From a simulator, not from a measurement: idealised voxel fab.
The name of this process module is voxel lift off.
We display cut, a cross-section 275 nm in width whose square cells are each 5 nm.
Cross-section format: a grid of square cells, given as bands from top to bottom; each band is one or more rows of cells. Top, bottom (nm), then materials left to right with widths (nm); lone material tagged "edge to edge" fills the whole band edge to edge; "blank" = empty space. Ref level 0: as-received wafer is one material below here. Bottom band extends down with no lower bound ("0 and below"). Read "30..40" as a graded width: first number on top, second number at the bottom, same change between each pair of neighbouring rows. For the purposes of this document, the phrase "nothing was modified" attached to a step denotes that no cell within the cross-section was modified by that step. "Fully closed voids": sealed empty spaces, 8 cells or more, no open way to top, listed width x height at distance, with distance from the left edge and width, height and distance in nm. Text after the settings on a step's line: the simulator's own remark on that step. "overlay nm", when on a step's line for a step with a mask, measures how far to the right of its planned place the mask lay; a negative measure means to the left.
**Listed below are the process steps as planned**
1 RECEIVE (material Si)
2 CONFORMAL_DEP (material Al2O3; thk nm 15)
3 PATTERN (tone open; mask id LINES; material resist; width nm 30; pitch nm 45; thk nm 25; overlay nm 0)
4 DIRECTIONAL_DEP (material Ru; thk nm 10)
5 STRIP (etch materials resist)
6 CONFORMAL_DEP (material SiN; thk nm 10)
**Cross-section, incoming material, after step 1**
	0 and below | Si edge to edge
	Fully closed voids: none
**Wafer at module end, in section. Began as above, planned as above, run with one mistake**
	40 down to 30 | blank=65 / SiN=140 / blank=70
	30 down to 20 | SiN=75 / Ru=30 / SiN=15 / Ru=30 / SiN=15 / Ru=30 / SiN=80
	20 down to 0 | Al2O3 edge to edge
	0 and below | Si edge to edge
	Fully closed voids: none
Against the plan, the run slipped here: so step 2 ended up running with a different setting than we planned, it ran as CONFORMAL_DEP (material Al2O3; thk nm 20)
